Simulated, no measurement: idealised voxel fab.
Name of the process module below: voxel gate over fins
The cross-section on display is named cut; it measures 205 nm wide, and its cells are 5 nm squares.
When this document writes out a cross-section, it uses a grid of square cells and lists it as bands, beginning at the top and moving down, with a band standing for one or more rows of cells.
Heads up on the band format: heights come first, top then bottom, in nm. After that it's the materials left to right, each with its width in nm. A single material flagged "full width" fills the whole band edge to edge, and "air" means there's empty space there.
A quick word on heights: they are counted from 0, and under that level the wafer as it came to us is one material throughout. The lowest band is different from the rest in having no bottom; it simply continues downward, written as in "from 0 down".
The notation "30->40" denotes a width that varies across the rows of cells in the band, beginning at the first number in the top row, finishing at the second number in the bottom row, and changing by an identical amount from each row to the next.
"remained the same", as given for a step, is the statement that not any cell of the cross-section underwent a change during that step.
The entry titled "Sealed-off cavities" provides the empty spaces that have no open way to the top, restricted to those of 8 cells or more. Each is presented as width x height at distance, the distance being measured from the left edge, with all three in nm.
Note: text after step settings on the step line = simulator remark on that step.
When a step includes a mask, the "overlay nm" setting on its line states how far to the right of its planned place that mask lay, and negative values state how far to the left.
These are the steps we planned for the process
| 1 | RECEIVE (material Si) |
| 2 | CONFORMAL_DEP (material SiN; thk nm 10) |
| 3 | MASKED_ETCH (tone cover; mask id FINS; width nm 15; pitch nm 40; etch materials SiN; depth nm 10; overlay nm 0) |
| 4 | MASKED_ETCH (tone cover; mask id FINS; width nm 15; pitch nm 40; etch materials Si; depth nm 40; overlay nm 0) |
| 5 | FILL_DEP (material SiO2; thk nm 5) |
| 6 | CMP (height nm 10) |
| 7 | SELECTIVE_ETCH (etch materials SiO2; depth nm 20) |
| 8 | STRIP (etch materials SiN) |
| 9 | CONFORMAL_DEP (material HfO2; thk nm 5) |
| 10 | CONFORMAL_DEP (material TiN; thk nm 5) |
| 11 | CONFORMAL_DEP (material TiAl; thk nm 5) |
| 12 | CONFORMAL_DEP (material TiN; thk nm 5) |
| 13 | FILL_DEP (material W; thk nm 15) |
| 14 | CMP (height nm 30) |
| 15 | CONFORMAL_DEP (material SiN; thk nm 10) |
As-received state of the wafer in cross-section, equivalent to post-step 1
* from 0 down | Si full width
* Sealed-off cavities: none
First wafer of two, sectioned at end of module; run went per plan
* from 40 to 30 | SiN full width
* from 30 to 20 | W full width
* from 20 to 15 | W: 55 / TiN: 95 / W: 55
* from 15 to 10 | W: 55 / TiN: 5 / TiAl: 85 / TiN: 5 / W: 55
* from 10 to 5 | TiN: 60 / TiAl: 5 / TiN: 35 / TiAl: 5 / TiN: 35 / TiAl: 5 / TiN: 60
* from 5 to 0 | TiAl: 65 / TiN: 5 / HfO2: 25 / TiN: 5 / TiAl: 5 / TiN: 5 / HfO2: 25 / TiN: 5 / TiAl: 65
* from 0 to -5 | TiN: 70 / HfO2: 5 / Si: 15 / HfO2: 5 / TiN: 15 / HfO2: 5 / Si: 15 / HfO2: 5 / TiN: 70
* from -5 to -10 | HfO2: 75 / Si: 15 / HfO2: 25 / Si: 15 / HfO2: 75
* from -10 to -40 | SiO2: 75 / Si: 15 / SiO2: 25 / Si: 15 / SiO2: 75
* from -40 down | Si full width
* Sealed-off cavities: none
Same start, same plan as the first wafer - but one mistake in the run. Cross-section of the second of the two at the end of the module
* from 40 to 30 | SiN full width
* from 30 to 20 | W full width
* from 20 to 15 | W: 55 / TiN: 95 / W: 55
* from 15 to 10 | W: 55 / TiN: 5 / TiAl: 85 / TiN: 5 / W: 55
* from 10 to 5 | W: 55 / TiN: 5 / TiAl: 5 / TiN: 35 / TiAl: 5 / TiN: 35 / TiAl: 5 / TiN: 5 / W: 55
* from 5 to 0 | W: 55 / TiN: 5 / TiAl: 5 / TiN: 5 / HfO2: 25 / TiN: 5 / TiAl: 5 / TiN: 5 / HfO2: 25 / TiN: 5 / TiAl: 5 / TiN: 5 / W: 55
* from 0 to -10 | W: 55 / TiN: 5 / TiAl: 5 / TiN: 5 / HfO2: 5 / Si: 15 / HfO2: 5 / TiN: 5 / TiAl: 5 / TiN: 5 / HfO2: 5 / Si: 15 / HfO2: 5 / TiN: 5 / TiAl: 5 / TiN: 5 / W: 55
* from -10 to -15 | TiN: 60 / TiAl: 5 / TiN: 5 / HfO2: 5 / Si: 15 / HfO2: 5 / TiN: 5 / TiAl: 5 / TiN: 5 / HfO2: 5 / Si: 15 / HfO2: 5 / TiN: 5 / TiAl: 5 / TiN: 60
* from -15 to -20 | TiAl: 65 / TiN: 5 / HfO2: 5 / Si: 15 / HfO2: 5 / TiN: 5 / TiAl: 5 / TiN: 5 / HfO2: 5 / Si: 15 / HfO2: 5 / TiN: 5 / TiAl: 65
* from -20 to -25 | TiN: 70 / HfO2: 5 / Si: 15 / HfO2: 5 / TiN: 15 / HfO2: 5 / Si: 15 / HfO2: 5 / TiN: 70
* from -25 to -30 | HfO2: 75 / Si: 15 / HfO2: 25 / Si: 15 / HfO2: 75
* from -30 to -40 | SiO2: 75 / Si: 15 / SiO2: 25 / Si: 15 / SiO2: 75
* from -40 down | Si full width
* Sealed-off cavities: none
Want to know what went wrong? twice over, step 7 of the plan was run
Upon completion, the second wafer contains, in terms of cells, a greater or smaller amount of certain materials than the first wafer: HfO2: 16 more, SiO2: 140 fewer, TiAl: 12 more, TiN: 24 more, W: 88 more
